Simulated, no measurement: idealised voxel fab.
process module | voxel fin reveal
cross-section cut | 215 nm wide | cells 5 nm
A cross-section is a grid of square cells, given in bands from the top down. A band is one or more rows of cells.
Each band's line starts with the height of the band's top and of its bottom, in nm. Then come its materials from left to right, each with its width in nm. One material with "throughout" fills the band from edge to edge. "air" is empty space.
Height 0 is the level under which the wafer as received is all one material. The lowest band goes on downwards, as in "0 down".
A width such as "30 to 40" changes by the same amount from each row of cells to the next, from the band's top row to its bottom row.
"no change" after a step means that no cell of the cross-section changed.
closed voids: empty space of 8 cells or more with no open way to the top, each as width x height at its distance from the left edge, in nm
after a step's settings: what the simulator itself notes on the step
overlay nm, on a step with a mask: how far to the right of its planned place the mask lay; to the left if negative
plan
1 op RECEIVE | material Si
2 op CONFORMAL_DEP | material SiN | thk nm 10
3 op MASKED_ETCH | tone cover | mask id FINS | width nm 15 | pitch nm 45 | etch materials SiN | depth nm 10 | overlay nm 0
4 op MASKED_ETCH | tone cover | mask id FINS | width nm 15 | pitch nm 45 | etch materials Si | depth nm 30 | overlay nm 0
5 op OXIDIZE | depth nm 5
6 op FILL_DEP | material SiO2 | thk nm 15
7 op CMP | height nm 10
8 op SELECTIVE_ETCH | etch materials SiO2 | depth nm 20
9 op STRIP | etch materials SiN
first wafer, as planned
as received, after step 1
  0 down: Si throughout
  closed voids: none
after step 2
  10 to 0: SiN throughout
  below 0: unchanged
after step 3
  10 to 0: air 75 | SiN 15 | air 30 | SiN 15 | air 80
  below 0: unchanged
after step 4
  10 to 0: air 75 | SiN 15 | air 30 | SiN 15 | air 80
  0 to -30: air 75 | Si 15 | air 30 | Si 15 | air 80
  below -30: unchanged
after step 5
  10 to 0: air 75 | SiN 15 | air 30 | SiN 15 | air 80
  0 to -30: air 75 | SiO2 5 | Si 5 | SiO2 5 | air 30 | SiO2 5 | Si 5 | SiO2 5 | air 80
  -30 to -35: SiO2 80 | Si 5 | SiO2 40 | Si 5 | SiO2 85
  below -35: unchanged
after step 6
  25 to 10: SiO2 throughout
  10 to 0: SiO2 75 | SiN 15 | SiO2 30 | SiN 15 | SiO2 80
  0 to -35: SiO2 80 | Si 5 | SiO2 40 | Si 5 | SiO2 85
  below -35: unchanged
after step 7
  10 to 0: SiO2 75 | SiN 15 | SiO2 30 | SiN 15 | SiO2 80
  below 0: unchanged
after step 8
  10 to 0: air 75 | SiN 15 | air 30 | SiN 15 | air 80
  0 to -10: air 80 | Si 5 | air 40 | Si 5 | air 85
  below -10: unchanged
after step 9
  0 to -10: air 80 | Si 5 | air 40 | Si 5 | air 85
  below -10: unchanged
second wafer: like start, like plan, one mistake. Through step 2 it matches the first wafer
when step 3 should have ended
  10 to 0: air 70 | SiN 25 | air 20 | SiN 25 | air 75
  below 0: unchanged
when step 4 should have ended
  10 to 0: air 70 | SiN 25 | air 20 | SiN 25 | air 75
  0 to -30: air 70 | Si 25 | air 20 | Si 25 | air 75
  below -30: unchanged
when step 5 should have ended
  10 to 0: air 70 | SiN 25 | air 20 | SiN 25 | air 75
  0 to -30: air 70 | SiO2 5 | Si 15 | SiO2 5 | air 20 | SiO2 5 | Si 15 | SiO2 5 | air 75
  -30 to -35: SiO2 75 | Si 15 | SiO2 30 | Si 15 | SiO2 80
  below -35: unchanged
when step 6 should have ended
  25 to 10: SiO2 throughout
  10 to 0: SiO2 70 | SiN 25 | SiO2 20 | SiN 25 | SiO2 75
  0 to -35: SiO2 75 | Si 15 | SiO2 30 | Si 15 | SiO2 80
  below -35: unchanged
when step 7 should have ended
  10 to 0: SiO2 70 | SiN 25 | SiO2 20 | SiN 25 | SiO2 75
  below 0: unchanged
when step 8 should have ended
  10 to 0: air 70 | SiN 25 | air 20 | SiN 25 | air 75
  0 to -10: air 75 | Si 15 | air 30 | Si 15 | air 80
  below -10: unchanged
when step 9 should have ended
  0 to -10: air 75 | Si 15 | air 30 | Si 15 | air 80
  below -10: unchanged
what went wrong: step 3 ran as: op MASKED_ETCH | tone cover | mask id FINS | width nm 25 | pitch nm 45 | etch materials SiN | depth nm 10 | overlay nm 0
at the end the second wafer has, in cells: 28 more of Si | 20 fewer of SiO2
